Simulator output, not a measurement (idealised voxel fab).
process module | voxel wiring stack
cross-section cut | 250 nm wide | cells 5 nm
A cross-section is a grid of square cells, given in bands from the top down. A band is one or more rows of cells.
Each band's line starts with the height of the band's top and of its bottom, in nm. Then come its materials from left to right, each with its width in nm. One material with "throughout" fills the band from edge to edge. "air" is empty space.
Height 0 is the level under which the wafer as received is all one material. The lowest band goes on downwards, as in "0 down".
A width such as "30 to 40" changes by the same amount from each row of cells to the next, from the band's top row to its bottom row.
"no change" after a step means that no cell of the cross-section changed.
closed voids: empty space of 8 cells or more with no open way to the top, each as width x height at its distance from the left edge, in nm
after a step's settings: what the simulator itself notes on the step
overlay nm, on a step with a mask: how far to the right of its planned place the mask lay; to the left if negative
plan
1 op RECEIVE | material Si
2 op CONFORMAL_DEP | material SiO2 | thk nm 10
3 op CONFORMAL_DEP | material SiN | thk nm 5
4 op DIRECTIONAL_DEP | material lowk | thk nm 15
5 op PATTERN | tone open | mask id METAL_1 | material resist | width nm 20 | pitch nm 35 | thk nm 20 | overlay nm 0
6 op DIRECTIONAL_ETCH | etch materials lowk | depth nm 15
7 op DIRECTIONAL_ETCH | etch materials SiN | depth nm 5
8 op STRIP | etch materials resist
9 op CONFORMAL_DEP | material TiN | thk nm 5
10 op FILL_DEP | material Ru | thk nm 10
11 op CMP | height nm 30
12 op EPI | material Ru | thk nm 5
13 op FILL_DEP | material SiCN | thk nm 5
14 op DIRECTIONAL_DEP | material lowk | thk nm 10
15 op DIRECTIONAL_DEP | material aC | thk nm 15
16 op PATTERN | tone open | mask id PLUG_1 | material resist | width nm 15 | pitch nm 70 | thk nm 30 | overlay nm 0
17 op DIRECTIONAL_ETCH | etch materials aC | depth nm 15
18 op STRIP | etch materials resist
19 op DIRECTIONAL_ETCH | etch materials lowk | depth nm 10
20 op DIRECTIONAL_ETCH | etch materials SiCN | depth nm 5
21 op STRIP | etch materials aC
22 op EPI | material Ru | thk nm 10
23 op EPI | material Ru | thk nm 5
24 op DIRECTIONAL_DEP | material TiN | thk nm 5
25 op DIRECTIONAL_DEP | material W | thk nm 15
26 op MASKED_ETCH | tone cover | mask id METAL_2 | width nm 20 | pitch nm 35 | etch materials W | depth nm 15 | overlay nm 0
27 op MASKED_ETCH | tone cover | mask id METAL_2 | width nm 20 | pitch nm 35 | etch materials TiN | depth nm 5 | overlay nm 0
28 op CONFORMAL_DEP | material SiCN | thk nm 5
29 op FILL_DEP | material lowk | thk nm 10
30 op CMP | height nm 70
31 op CONFORMAL_DEP | material SiCN | thk nm 5
32 op DIRECTIONAL_DEP | material lowk | thk nm 15
33 op PATTERN | tone open | mask id PLUG_2 | material resist | width nm 15 | pitch nm 35 | thk nm 20 | overlay nm 0
34 op DIRECTIONAL_ETCH | etch materials lowk | depth nm 15
35 op DIRECTIONAL_ETCH | etch materials SiCN | depth nm 5
36 op STRIP | etch materials resist
37 op CONFORMAL_DEP | material TiN | thk nm 5
38 op FILL_DEP | material Ru | thk nm 10
39 op CMP | height nm 90
40 op DIRECTIONAL_DEP | material TiN | thk nm 5
41 op DIRECTIONAL_DEP | material W | thk nm 25
42 op PATTERN | tone cover | mask id METAL_3 | material resist | width nm 20 | pitch nm 35 | thk nm 20 | overlay nm 0
43 op DIRECTIONAL_ETCH | etch materials W | depth nm 25
44 op DIRECTIONAL_ETCH | etch materials TiN | depth nm 5
45 op STRIP | etch materials resist
46 op FILL_DEP | material SiO2 | thk nm 10
47 op CMP | height nm 120
48 op CONFORMAL_DEP | material SiCN | thk nm 5
as received, after step 1
  0 down: Si throughout
  closed voids: none
a wafer at the end: this start, this plan, one mistake
  125 to 120: SiCN throughout
  120 to 95: SiO2 60 | W 20 | SiO2 15 | W 20 | SiO2 15 | W 20 | SiO2 15 | W 20 | SiO2 65
  95 to 90: SiO2 60 | TiN 20 | SiO2 15 | TiN 20 | SiO2 15 | TiN 20 | SiO2 15 | TiN 20 | SiO2 65
  90 to 75: lowk 60 | TiN 5 | Ru 5 | TiN 5 | lowk 20 | TiN 5 | Ru 5 | TiN 5 | lowk 20 | TiN 5 | Ru 5 | TiN 5 | lowk 20 | TiN 5 | Ru 5 | TiN 5 | lowk 70
  75 to 70: SiCN 60 | TiN 15 | SiCN 20 | TiN 15 | SiCN 20 | TiN 15 | SiCN 20 | TiN 15 | SiCN 70
  70 to 65: lowk 55 | SiCN 20 | W 5 | SiCN 5 | lowk 5 | SiCN 5 | W 20 | SiCN 5 | lowk 5 | SiCN 20 | W 5 | SiCN 5 | lowk 5 | SiCN 5 | W 20 | SiCN 5 | lowk 60
  65 to 60: SiCN 60 | W 15 | TiN 5 | SiCN 15 | TiN 20 | SiCN 15 | W 15 | TiN 5 | SiCN 15 | TiN 20 | SiCN 65
  60 to 50: lowk 60 | W 15 | lowk 55 | W 15 | lowk 105
  50 to 45: SiCN 60 | TiN 15 | SiCN 55 | TiN 15 | SiCN 105
  45 to 35: SiCN throughout
  35 to 30: SiCN 55 | Ru 30 | SiCN 5 | Ru 30 | SiCN 5 | Ru 30 | SiCN 5 | Ru 30 | SiCN 60
  30 to 15: lowk 60 | TiN 5 | Ru 10 | TiN 5 | lowk 15 | TiN 5 | Ru 10 | TiN 5 | lowk 15 | TiN 5 | Ru 10 | TiN 5 | lowk 15 | TiN 5 | Ru 10 | TiN 5 | lowk 65
  15 to 10: SiN 60 | TiN 20 | SiN 15 | TiN 20 | SiN 15 | TiN 20 | SiN 15 | TiN 20 | SiN 65
  10 to 0: SiO2 throughout
  0 down: Si throughout
  closed voids: none
what went wrong: step 13 ran as: op FILL_DEP | material SiCN | thk nm 15
